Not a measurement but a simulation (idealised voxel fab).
Name of the process module below: voxel trench capacitor
The width of the displayed cross-section, cut, is 195 nm; its cells are square, with a size of 5 nm.
Throughout this document, each cross-section is represented as a grid of square cells and is presented as a sequence of bands enumerated from the top downward, where a band comprises one or more rows of cells. Heads up on the band format: heights come first, top then bottom, in nm. After that it's the materials left to right, each with its width in nm. A single material flagged "all across" fills the whole band edge to edge, and "air" means there's empty space there. Beneath 0, the wafer as received is one material, and that level is where height counting begins. The lowest band goes on downward without a bottom; it is written like "0 -> down". Read "30 to 40" as a graded width: first number on top, second number at the bottom, same change between each pair of neighbouring rows. "no modifications", as given for a step, is the statement that not any cell of the cross-section underwent a change during that step. Basically, "Fully sealed cavities" tells you about the enclosed voids: empty spaces with no open way to the top, 8 cells or bigger, each written width x height at distance, where distance is from the left edge, all in nm. Formally, on a step line, whatever follows the settings is a remark that the simulator itself makes on the step. overlay nm: mask right of planned place by this much (step with mask). Neg. = left.

## Process steps - plan
1) RECEIVE, material Si
2) CONFORMAL_DEP, material SiN, thk nm 5
3) DIRECTIONAL_DEP, material aC, thk nm 15
4) PATTERN, tone open, mask id TRENCH, material resist, width nm 25, pitch nm 50, thk nm 30, overlay nm 0
5) DIRECTIONAL_ETCH, etch materials aC, depth nm 15
6) STRIP, etch materials resist
7) DIRECTIONAL_ETCH, etch materials SiN, depth nm 5
8) DIRECTIONAL_ETCH, etch materials Si, depth nm 40
9) STRIP, etch materials aC
10) CONFORMAL_DEP, material Al2O3, thk nm 5
11) CONFORMAL_DEP, material TiN, thk nm 5
12) FILL_DEP, material W, thk nm 10
13) CMP, height nm 5

## Step 1 complete: cross-section of the wafer as received
> 0 -> down | Si all across
> Fully sealed cavities: none

## Post-module cross-section: identical start and plan to those above, one misstep in execution
> 5 -> 0 | SiN 35 / TiN 5 / W 15 / TiN 5 / SiN 25 / TiN 5 / W 15 / TiN 5 / SiN 25 / TiN 5 / W 15 / TiN 5 / SiN 35
> 0 -> -35 | Si 35 / TiN 5 / W 15 / TiN 5 / Si 25 / TiN 5 / W 15 / TiN 5 / Si 25 / TiN 5 / W 15 / TiN 5 / Si 35
> -35 -> -40 | Si 35 / TiN 25 / Si 25 / TiN 25 / Si 25 / TiN 25 / Si 35
> -40 -> down | Si all across
> Fully sealed cavities: none
Processing error: plan step 10 never ran because it was skipped
